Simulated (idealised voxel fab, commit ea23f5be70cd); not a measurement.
Presented below is a process module, voxel transistor to metal.
For reference, the cross-section in this document is cut, with width 185 nm and square cells of 5 nm.
Notation: cross-section as square-cell grid; stated in bands, top first, going down; one or more cell rows per band. Per band: top height and bottom height in nm, followed by the left-to-right materials and their widths in nm; "throughout" marks a single material spanning edge to edge, "air" marks empty space. Where do heights start? At 0: under that level the wafer as delivered is made of one material only. And the lowest band has no floor; it just carries on downward, as in "top 0, no bottom". When a width is written as two numbers, as in "30->40", the first number is the width in the top row of cells of the band and the second is the width in its bottom row, and the width changes by the same amount from each row to the next. The cross-section has no changed cell in any step marked "no alteration". The entry "Non-vented voids" lists the empty spaces that cover at least 8 cells and have no open path to the top. Each is written as width x height at distance, where the distance is measured from the left edge and all three values are in nm. If you see something after the settings on a step's line, that's the simulator's own remark about that step. A step line may carry the setting "overlay nm", which, for steps involving a mask, states the distance by which the mask lay to the right of its intended position; negative values denote displacement to the left.
## Steps in the process plan
| 1 | RECEIVE with material Si |
| 2 | OXIDIZE with depth nm 5 |
| 3 | CONFORMAL_DEP with material SiN, thk nm 15 |
| 4 | MASKED_ETCH with tone cover, mask id ACTIVE, width nm 130, etch materials SiN, depth nm 15, overlay nm 0 |
| 5 | MASKED_ETCH with tone cover, mask id ACTIVE, width nm 130, etch materials SiO2, depth nm 5, overlay nm 0 |
| 6 | MASKED_ETCH with tone cover, mask id ACTIVE, width nm 130, etch materials Si, depth nm 35, overlay nm 0 |
| 7 | FILL_DEP with material SiO2, thk nm 10 |
| 8 | CMP with height nm 15 |
| 9 | SELECTIVE_ETCH with etch materials SiO2, depth nm 10 |
| 10 | STRIP with etch materials SiN |
| 11 | SELECTIVE_ETCH with etch materials SiO2, depth nm 5 |
| 12 | OXIDIZE with depth nm 5 |
| 13 | DIRECTIONAL_DEP with material polySi, thk nm 25 |
| 14 | DIRECTIONAL_DEP with material SiCN, thk nm 10 |
| 15 | DIRECTIONAL_DEP with material aC, thk nm 15 |
| 16 | PATTERN with tone cover, mask id GATE, material resist, width nm 30, thk nm 30, overlay nm 0 |
| 17 | DIRECTIONAL_ETCH with etch materials aC, depth nm 15 |
| 18 | STRIP with etch materials resist |
| 19 | DIRECTIONAL_ETCH with etch materials SiCN, depth nm 20 |
| 20 | DIRECTIONAL_ETCH with etch materials polySi, depth nm 35 |
| 21 | STRIP with etch materials aC |
| 22 | CONFORMAL_DEP with material SiO2, thk nm 5 |
| 23 | DIRECTIONAL_ETCH with etch materials SiO2, depth nm 5 |
| 24 | CONFORMAL_DEP with material SiN, thk nm 10 |
| 25 | DIRECTIONAL_ETCH with etch materials SiN, depth nm 10 |
| 26 | DIRECTIONAL_ETCH with etch materials SiO2, depth nm 5 |
| 27 | DIRECTIONAL_ETCH with etch materials Si, depth nm 5 |
| 28 | EPI with material pSi, thk nm 5 |
| 29 | FILL_DEP with material SiO2, thk nm 10 |
| 30 | CMP with height nm 20 |
| 31 | STRIP with etch materials polySi |
| 32 | SELECTIVE_ETCH with etch materials SiO2, depth nm 5 |
| 33 | CONFORMAL_DEP with material HfO2, thk nm 5 |
| 34 | CONFORMAL_DEP with material TiN, thk nm 5 |
| 35 | FILL_DEP with material W, thk nm 5 |
| 36 | CMP with height nm 15 |
| 37 | DIRECTIONAL_DEP with material SiO2, thk nm 10 |
| 38 | PATTERN with tone open, mask id CONTACT, material resist, width nm 20, pitch nm 90, thk nm 20, overlay nm 0 |
| 39 | DIRECTIONAL_ETCH with etch materials SiO2, depth nm 35 |
| 40 | STRIP with etch materials resist |
| 41 | CONFORMAL_DEP with material TiN, thk nm 5 |
| 42 | FILL_DEP with material Ru, thk nm 5 |
| 43 | CMP with height nm 25 |
| 44 | DIRECTIONAL_DEP with material TiN, thk nm 5 |
| 45 | DIRECTIONAL_DEP with material Ru, thk nm 20 |
| 46 | MASKED_ETCH with tone cover, mask id METAL_1, width nm 20, pitch nm 90, etch materials Ru, depth nm 20, overlay nm 0 |
| 47 | MASKED_ETCH with tone cover, mask id METAL_1, width nm 20, pitch nm 90, etch materials TiN, depth nm 5, overlay nm 0 |
| 48 | FILL_DEP with material SiO2, thk nm 5 |
| 49 | CMP with height nm 50 |
| 50 | CONFORMAL_DEP with material SiN, thk nm 5 |
## Below: the first of two wafers, run as planned
## Wafer cross-section on receipt, i.e. after step 1
- top 0, no bottom | Si throughout
- Non-vented voids: none
## after step 2
- top 0, bottom -5 | SiO2 throughout
- Under -5: no change, same as before.
## after step 3
- top 15, bottom 0 | SiN throughout
- Under 0: no change, same as before.
## after step 4
- top 15, bottom 0 | air 25 / SiN 130 / air 30
- Under 0: no change, same as before.
## after step 5
- top 15, bottom 0 | air 25 / SiN 130 / air 30
- top 0, bottom -5 | air 25 / SiO2 130 / air 30
- Under -5: no change, same as before.
## after step 6
- top 15, bottom 0 | air 25 / SiN 130 / air 30
- top 0, bottom -5 | air 25 / SiO2 130 / air 30
- top -5, bottom -40 | air 25 / Si 130 / air 30
- Under -40: no change, same as before.
## after step 7
- top 25, bottom 15 | SiO2 throughout
- top 15, bottom 0 | SiO2 25 / SiN 130 / SiO2 30
- top 0, bottom -5 | SiO2 throughout
- top -5, bottom -40 | SiO2 25 / Si 130 / SiO2 30
- Under -40: no change, same as before.
## after step 8
- top 15, bottom 0 | SiO2 25 / SiN 130 / SiO2 30
- Under 0: no change, same as before.
## after step 9
- top 15, bottom 5 | air 25 / SiN 130 / air 30
- Under 5: no change, same as before.
## after step 10
- top 5, bottom 0 | SiO2 25 / air 130 / SiO2 30
- Under 0: no change, same as before.
## after step 11
- top 0, bottom -5 | SiO2 20 / air 140 / SiO2 25
- Under -5: no change, same as before.
## after step 12
- top 0, bottom -5 | SiO2 20 / air 140 / SiO2 25
- top -5, bottom -10 | SiO2 throughout
- Under -10: no change, same as before.
## after step 13
- top 25, bottom 20 | polySi 20 / air 140 / polySi 25
- top 20, bottom 0 | polySi throughout
- top 0, bottom -5 | SiO2 20 / polySi 140 / SiO2 25
- Under -5: no change, same as before.
## after step 14
- top 35, bottom 30 | SiCN 20 / air 140 / SiCN 25
- top 30, bottom 25 | SiCN throughout
- top 25, bottom 20 | polySi 20 / SiCN 140 / polySi 25
- Under 20: no change, same as before.
## after step 15
- top 50, bottom 45 | aC 20 / air 140 / aC 25
- top 45, bottom 35 | aC throughout
- top 35, bottom 30 | SiCN 20 / aC 140 / SiCN 25
- Under 30: no change, same as before.
## after step 16
- top 80, bottom 50 | air 75 / resist 30 / air 80
- top 50, bottom 45 | aC 20 / air 55 / resist 30 / air 55 / aC 25
- Under 45: no change, same as before.
## after step 17
- top 65, bottom 45 | air 75 / resist 30 / air 80
- top 45, bottom 35 | air 75 / aC 30 / air 80
- top 35, bottom 30 | SiCN 20 / air 55 / aC 30 / air 55 / SiCN 25
- Under 30: no change, same as before.
## after step 18
- top 45, bottom 35 | air 75 / aC 30 / air 80
- Under 35: no change, same as before.
## after step 19
- top 45, bottom 30 | air 75 / aC 30 / air 80
- top 30, bottom 25 | air 75 / SiCN 30 / air 80
- top 25, bottom 20 | polySi 20 / air 55 / SiCN 30 / air 55 / polySi 25
- Under 20: no change, same as before.
## after step 20
- top 45, bottom 30 | air 75 / aC 30 / air 80
- top 30, bottom 20 | air 75 / SiCN 30 / air 80
- top 20, bottom 0 | air 75 / polySi 30 / air 80
- top 0, bottom -5 | SiO2 20 / air 55 / polySi 30 / air 55 / SiO2 25
- Under -5: no change, same as before.
## after step 21
- top 30, bottom 20 | air 75 / SiCN 30 / air 80
- Under 20: no change, same as before.
## after step 22
- top 35, bottom 30 | air 70 / SiO2 40 / air 75
- top 30, bottom 20 | air 70 / SiO2 5 / SiCN 30 / SiO2 5 / air 75
- top 20, bottom 5 | air 70 / SiO2 5 / polySi 30 / SiO2 5 / air 75
- top 5, bottom 0 | SiO2 25 / air 45 / SiO2 5 / polySi 30 / SiO2 5 / air 45 / SiO2 30
- top 0, bottom -5 | SiO2 75 / polySi 30 / SiO2 80
- Under -5: no change, same as before.
## after step 23
- top 30, bottom 20 | air 70 / SiO2 5 / SiCN 30 / SiO2 5 / air 75
- top 20, bottom 0 | air 70 / SiO2 5 / polySi 30 / SiO2 5 / air 75
- top 0, bottom -5 | SiO2 25 / air 45 / SiO2 5 / polySi 30 / SiO2 5 / air 45 / SiO2 30
- Under -5: no change, same as before.
## after step 24
- top 40, bottom 30 | air 60 / SiN 60 / air 65
- top 30, bottom 20 | air 60 / SiN 10 / SiO2 5 / SiCN 30 / SiO2 5 / SiN 10 / air 65
- top 20, bottom 10 | air 60 / SiN 10 / SiO2 5 / polySi 30 / SiO2 5 / SiN 10 / air 65
- top 10, bottom 5 | SiN 35 / air 25 / SiN 10 / SiO2 5 / polySi 30 / SiO2 5 / SiN 10 / air 25 / SiN 40
- top 5, bottom 0 | SiN 70 / SiO2 5 / polySi 30 / SiO2 5 / SiN 75
- top 0, bottom -5 | SiO2 25 / SiN 45 / SiO2 5 / polySi 30 / SiO2 5 / SiN 45 / SiO2 30
- Under -5: no change, same as before.
## after step 25
- top 30, bottom 20 | air 60 / SiN 10 / SiO2 5 / SiCN 30 / SiO2 5 / SiN 10 / air 65
- top 20, bottom 0 | air 60 / SiN 10 / SiO2 5 / polySi 30 / SiO2 5 / SiN 10 / air 65
- top 0, bottom -5 | SiO2 25 / SiN 10 / air 25 / SiN 10 / SiO2 5 / polySi 30 / SiO2 5 / SiN 10 / air 25 / SiN 10 / SiO2 30
- Under -5: no change, same as before.
## after step 26
- top 30, bottom 25 | air 60 / SiN 10 / air 5 / SiCN 30 / air 5 / SiN 10 / air 65
- top 25, bottom 20 | air 60 / SiN 10 / SiO2 5 / SiCN 30 / SiO2 5 / SiN 10 / air 65
- top 20, bottom 0 | air 60 / SiN 10 / SiO2 5 / polySi 30 / SiO2 5 / SiN 10 / air 65
- top 0, bottom -5 | air 25 / SiN 10 / air 25 / SiN 10 / SiO2 5 / polySi 30 / SiO2 5 / SiN 10 / air 25 / SiN 10 / air 30
- top -5, bottom -10 | SiO2 35 / air 25 / SiO2 60 / air 25 / SiO2 40
- Under -10: no change, same as before.
## after step 27
- top 30, bottom 25 | air 60 / SiN 10 / air 5 / SiCN 30 / air 5 / SiN 10 / air 65
- top 25, bottom 20 | air 60 / SiN 10 / SiO2 5 / SiCN 30 / SiO2 5 / SiN 10 / air 65
- top 20, bottom 0 | air 60 / SiN 10 / SiO2 5 / polySi 30 / SiO2 5 / SiN 10 / air 65
- top 0, bottom -5 | air 25 / SiN 10 / air 25 / SiN 10 / SiO2 5 / polySi 30 / SiO2 5 / SiN 10 / air 25 / SiN 10 / air 30
- top -5, bottom -10 | SiO2 35 / air 25 / SiO2 60 / air 25 / SiO2 40
- top -10, bottom -15 | SiO2 25 / Si 10 / air 25 / Si 60 / air 25 / Si 10 / SiO2 30
- Under -15: no change, same as before.
## after step 28
- top 30, bottom 25 | air 60 / SiN 10 / air 5 / SiCN 30 / air 5 / SiN 10 / air 65
- top 25, bottom 20 | air 60 / SiN 10 / SiO2 5 / SiCN 30 / SiO2 5 / SiN 10 / air 65
- top 20, bottom 0 | air 60 / SiN 10 / SiO2 5 / polySi 30 / SiO2 5 / SiN 10 / air 65
- top 0, bottom -5 | air 25 / SiN 10 / air 25 / SiN 10 / SiO2 5 / polySi 30 / SiO2 5 / SiN 10 / air 25 / SiN 10 / air 30
- top -5, bottom -10 | SiO2 35 / pSi 5 / air 15 / pSi 5 / SiO2 60 / pSi 5 / air 15 / pSi 5 / SiO2 40
- top -10, bottom -15 | SiO2 25 / Si 10 / pSi 25 / Si 60 / pSi 25 / Si 10 / SiO2 30
- Under -15: no change, same as before.
## after step 29
- top 40, bottom 30 | SiO2 throughout
- top 30, bottom 20 | SiO2 60 / SiN 10 / SiO2 5 / SiCN 30 / SiO2 5 / SiN 10 / SiO2 65
- top 20, bottom 0 | SiO2 60 / SiN 10 / SiO2 5 / polySi 30 / SiO2 5 / SiN 10 / SiO2 65
- top 0, bottom -5 | SiO2 25 / SiN 10 / SiO2 25 / SiN 10 / SiO2 5 / polySi 30 / SiO2 5 / SiN 10 / SiO2 25 / SiN 10 / SiO2 30
- top -5, bottom -10 | SiO2 35 / pSi 5 / SiO2 15 / pSi 5 / SiO2 60 / pSi 5 / SiO2 15 / pSi 5 / SiO2 40
- Under -10: no change, same as before.
## after step 30
- top 20, bottom 0 | SiO2 60 / SiN 10 / SiO2 5 / polySi 30 / SiO2 5 / SiN 10 / SiO2 65
- Under 0: no change, same as before.
## after step 31
- top 20, bottom 0 | SiO2 60 / SiN 10 / SiO2 5 / air 30 / SiO2 5 / SiN 10 / SiO2 65
- top 0, bottom -5 | SiO2 25 / SiN 10 / SiO2 25 / SiN 10 / SiO2 5 / air 30 / SiO2 5 / SiN 10 / SiO2 25 / SiN 10 / SiO2 30
- Under -5: no change, same as before.
## after step 32
- top 20, bottom 15 | air 60 / SiN 10 / air 40 / SiN 10 / air 65
- top 15, bottom 0 | SiO2 60 / SiN 10 / air 40 / SiN 10 / SiO2 65
- top 0, bottom -5 | SiO2 25 / SiN 10 / SiO2 25 / SiN 10 / air 40 / SiN 10 / SiO2 25 / SiN 10 / SiO2 30
- top -5, bottom -10 | SiO2 35 / pSi 5 / SiO2 15 / pSi 5 / SiO2 10 / air 40 / SiO2 10 / pSi 5 / SiO2 15 / pSi 5 / SiO2 40
- Under -10: no change, same as before.
## after step 33
- top 25, bottom 20 | air 55 / HfO2 20 / air 30 / HfO2 20 / air 60
- top 20, bottom 15 | HfO2 60 / SiN 10 / HfO2 5 / air 30 / HfO2 5 / SiN 10 / HfO2 65
- top 15, bottom 0 | SiO2 60 / SiN 10 / HfO2 5 / air 30 / HfO2 5 / SiN 10 / SiO2 65
- top 0, bottom -5 | SiO2 25 / SiN 10 / SiO2 25 / SiN 10 / HfO2 5 / air 30 / HfO2 5 / SiN 10 / SiO2 25 / SiN 10 / SiO2 30
- top -5, bottom -10 | SiO2 35 / pSi 5 / SiO2 15 / pSi 5 / SiO2 10 / HfO2 40 / SiO2 10 / pSi 5 / SiO2 15 / pSi 5 / SiO2 40
- Under -10: no change, same as before.
## after step 34
- top 30, bottom 25 | air 50 / TiN 30 / air 20 / TiN 30 / air 55
- top 25, bottom 20 | TiN 55 / HfO2 20 / TiN 5 / air 20 / TiN 5 / HfO2 20 / TiN 60
- top 20, bottom 15 | HfO2 60 / SiN 10 / HfO2 5 / TiN 5 / air 20 / TiN 5 / HfO2 5 / SiN 10 / HfO2 65
- top 15, bottom 0 | SiO2 60 / SiN 10 / HfO2 5 / TiN 5 / air 20 / TiN 5 / HfO2 5 / SiN 10 / SiO2 65
- top 0, bottom -5 | SiO2 25 / SiN 10 / SiO2 25 / SiN 10 / HfO2 5 / TiN 30 / HfO2 5 / SiN 10 / SiO2 25 / SiN 10 / SiO2 30
- Under -5: no change, same as before.
## after step 35
- top 35, bottom 30 | W throughout
- top 30, bottom 25 | W 50 / TiN 30 / W 20 / TiN 30 / W 55
- top 25, bottom 20 | TiN 55 / HfO2 20 / TiN 5 / W 20 / TiN 5 / HfO2 20 / TiN 60
- top 20, bottom 15 | HfO2 60 / SiN 10 / HfO2 5 / TiN 5 / W 20 / TiN 5 / HfO2 5 / SiN 10 / HfO2 65
- top 15, bottom 0 | SiO2 60 / SiN 10 / HfO2 5 / TiN 5 / W 20 / TiN 5 / HfO2 5 / SiN 10 / SiO2 65
- Under 0: no change, same as before.
## after step 36
- top 15, bottom 0 | SiO2 60 / SiN 10 / HfO2 5 / TiN 5 / W 20 / TiN 5 / HfO2 5 / SiN 10 / SiO2 65
- Under 0: no change, same as before.
## after step 37
- top 25, bottom 15 | SiO2 throughout
- Under 15: no change, same as before.
## after step 38
- top 45, bottom 25 | resist 35 / air 20 / resist 70 / air 20 / resist 40
- Under 25: no change, same as before.
## after step 39
- top 45, bottom 25 | resist 35 / air 20 / resist 70 / air 20 / resist 40
- top 25, bottom 15 | SiO2 35 / air 20 / SiO2 70 / air 20 / SiO2 40
- top 15, bottom 0 | SiO2 35 / air 20 / SiO2 5 / SiN 10 / HfO2 5 / TiN 5 / W 20 / TiN 5 / HfO2 5 / SiN 10 / SiO2 5 / air 20 / SiO2 40
- top 0, bottom -5 | SiO2 25 / SiN 10 / air 20 / SiO2 5 / SiN 10 / HfO2 5 / TiN 30 / HfO2 5 / SiN 10 / SiO2 5 / air 20 / SiN 10 / SiO2 30
- top -5, bottom -10 | SiO2 35 / pSi 5 / air 15 / pSi 5 / SiO2 10 / HfO2 40 / SiO2 10 / pSi 5 / air 15 / pSi 5 / SiO2 40
- Under -10: no change, same as before.
## after step 40
- top 25, bottom 15 | SiO2 35 / air 20 / SiO2 70 / air 20 / SiO2 40
- Under 15: no change, same as before.
## after step 41
- top 30, bottom 25 | TiN 40 / air 10 / TiN 80 / air 10 / TiN 45
- top 25, bottom 15 | SiO2 35 / TiN 5 / air 10 / TiN 5 / SiO2 70 / TiN 5 / air 10 / TiN 5 / SiO2 40
- top 15, bottom 0 | SiO2 35 / TiN 5 / air 10 / TiN 5 / SiO2 5 / SiN 10 / HfO2 5 / TiN 5 / W 20 / TiN 5 / HfO2 5 / SiN 10 / SiO2 5 / TiN 5 / air 10 / TiN 5 / SiO2 40
- top 0, bottom -5 | SiO2 25 / SiN 10 / TiN 10 / air 5 / TiN 5 / SiO2 5 / SiN 10 / HfO2 5 / TiN 30 / HfO2 5 / SiN 10 / SiO2 5 / TiN 5 / air 5 / TiN 10 / SiN 10 / SiO2 30
- top -5, bottom -10 | SiO2 35 / pSi 5 / TiN 15 / pSi 5 / SiO2 10 / HfO2 40 / SiO2 10 / pSi 5 / TiN 15 / pSi 5 / SiO2 40
- Under -10: no change, same as before.
## after step 42
- top 35, bottom 30 | Ru throughout
- top 30, bottom 25 | TiN 40 / Ru 10 / TiN 80 / Ru 10 / TiN 45
- top 25, bottom 15 | SiO2 35 / TiN 5 / Ru 10 / TiN 5 / SiO2 70 / TiN 5 / Ru 10 / TiN 5 / SiO2 40
- top 15, bottom 0 | SiO2 35 / TiN 5 / Ru 10 / TiN 5 / SiO2 5 / SiN 10 / HfO2 5 / TiN 5 / W 20 / TiN 5 / HfO2 5 / SiN 10 / SiO2 5 / TiN 5 / Ru 10 / TiN 5 / SiO2 40
- top 0, bottom -5 | SiO2 25 / SiN 10 / TiN 10 / Ru 5 / TiN 5 / SiO2 5 / SiN 10 / HfO2 5 / TiN 30 / HfO2 5 / SiN 10 / SiO2 5 / TiN 5 / Ru 5 / TiN 10 / SiN 10 / SiO2 30
- Under -5: no change, same as before.
## after step 43
- top 25, bottom 15 | SiO2 35 / TiN 5 / Ru 10 / TiN 5 / SiO2 70 / TiN 5 / Ru 10 / TiN 5 / SiO2 40
- Under 15: no change, same as before.
## after step 44
- top 30, bottom 25 | TiN throughout
- Under 25: no change, same as before.
## after step 45
- top 50, bottom 30 | Ru throughout
- Under 30: no change, same as before.
## after step 46
- top 50, bottom 30 | air 35 / Ru 20 / air 70 / Ru 20 / air 40
- Under 30: no change, same as before.
## after step 47
- top 50, bottom 30 | air 35 / Ru 20 / air 70 / Ru 20 / air 40
- top 30, bottom 25 | air 35 / TiN 20 / air 70 / TiN 20 / air 40
- Under 25: no change, same as before.
## after step 48
- top 55, bottom 50 | SiO2 throughout
- top 50, bottom 30 | SiO2 35 / Ru 20 / SiO2 70 / Ru 20 / SiO2 40
- top 30, bottom 25 | SiO2 35 / TiN 20 / SiO2 70 / TiN 20 / SiO2 40
- Under 25: no change, same as before.
## after step 49
- top 50, bottom 30 | SiO2 35 / Ru 20 / SiO2 70 / Ru 20 / SiO2 40
- Under 30: no change, same as before.
## after step 50
- top 55, bottom 50 | SiN throughout
- Under 50: no change, same as before.
## The second wafer: identical to the first at the outset and in its planned sequence, differing only in that one mistake was made during processing; up to and including step 49, its path is the first wafer's path
## Second wafer: cross-section at the scheduled end of step 50
- top 55, bottom 50 | HfO2 throughout
- Under 50: no change, same as before.
Which mistake was made when the wafer was run? not per plan at step 50, really ran CONFORMAL_DEP with material HfO2, thk nm 5
Count the cells at the end and the second wafer has more or fewer of some materials than the first: +37 HfO2 | -37 SiN
